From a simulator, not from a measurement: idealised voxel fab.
The name of this process module is voxel ribs on slabs.
cross-section cut | 295 nm wide | cells 5 nm
Notation: cross-section as square-cell grid; stated in bands, top first, going down; one or more cell rows per band. Basically the band line says how high the top is and how high the bottom is, in nm, and then what's in it from left to right, every material with its width in nm. Empty space shows up as "blank", and if a single material carries "throughout" it runs the full band edge to edge. Below 0: as-received wafer, all one material; heights counted from there. Lowest band: no bottom, goes on down, written "0 -> down". With a width like "30..40", each row of cells in the band differs from the next by the same amount, the top row carrying the first number and the bottom row the second. When a step is marked "no modification", none of the cells in the cross-section changed during that step. Each empty space that has no open way to the top and spans at least 8 cells appears under "Enclosed void inventory" as width x height at distance, the distance counted from the left edge, all in nm. It should be noted that, on the line of a given step, the content following the step's settings is a remark produced by the simulator itself with respect to that step. The line of a step may include "overlay nm". On a step with a mask, this value is how far to the right of its planned place the mask lay. A negative value means the mask lay to the left.

# Planned process steps
step 1: op RECEIVE | material Si
step 2: op DIRECTIONAL_DEP | material SiO2 | thk nm 25
step 3: op DIRECTIONAL_DEP | material SiN | thk nm 25
step 4: op PATTERN | tone cover | mask id RIB | material resist | width nm 15 | thk nm 15 | overlay nm 0
step 5: op DIRECTIONAL_ETCH | etch materials SiN | depth nm 5
step 6: op STRIP | etch materials resist
step 7: op MASKED_ETCH | tone cover | mask id SLAB | width nm 55 | etch materials SiN | depth nm 20 | overlay nm 0
step 8: op FILL_DEP | material SiO2 | thk nm 30
step 9: op CMP | height nm 70
step 10: op DIRECTIONAL_DEP | material TiN | thk nm 10
step 11: op MASKED_ETCH | tone cover | mask id HEATER | width nm 25 | etch materials TiN | depth nm 10 | overlay nm 0
step 12: op CONFORMAL_DEP | material SiO2 | thk nm 5

# As-received wafer cross-section (after step 1)
    0 -> down = Si throughout
    Enclosed void inventory: none

# Module complete - cross-section of the first of two wafers, run according to plan
    85 -> 80 = blank=130 | SiO2=35 | blank=130
    80 -> 75 = blank=130 | SiO2=5 | TiN=25 | SiO2=5 | blank=130
    75 -> 70 = SiO2=135 | TiN=25 | SiO2=135
    70 -> 50 = SiO2 throughout
    50 -> 45 = SiO2=140 | SiN=15 | SiO2=140
    45 -> 25 = SiO2=120 | SiN=55 | SiO2=120
    25 -> 0 = SiO2 throughout
    0 -> down = Si throughout
    Enclosed void inventory: none

# Second wafer of the two, sectioned at the end of the module. It began like the first and followed the same plan, but one mistake was made while running it
    85 -> 80 = blank=140 | SiO2=35 | blank=120
    80 -> 75 = blank=140 | SiO2=5 | TiN=25 | SiO2=5 | blank=120
    75 -> 70 = SiO2=145 | TiN=25 | SiO2=125
    70 -> 50 = SiO2 throughout
    50 -> 45 = SiO2=140 | SiN=15 | SiO2=140
    45 -> 25 = SiO2=120 | SiN=55 | SiO2=120
    25 -> 0 = SiO2 throughout
    0 -> down = Si throughout
    Enclosed void inventory: none
What was done differently from what was planned? contrary to plan, step 11 was performed as op MASKED_ETCH | tone cover | mask id HEATER | width nm 25 | etch materials TiN | depth nm 10 | overlay nm 10
Upon completion, the cell count for each material on the second wafer equals that on the first, whereas the spatial distribution of those cells differs.
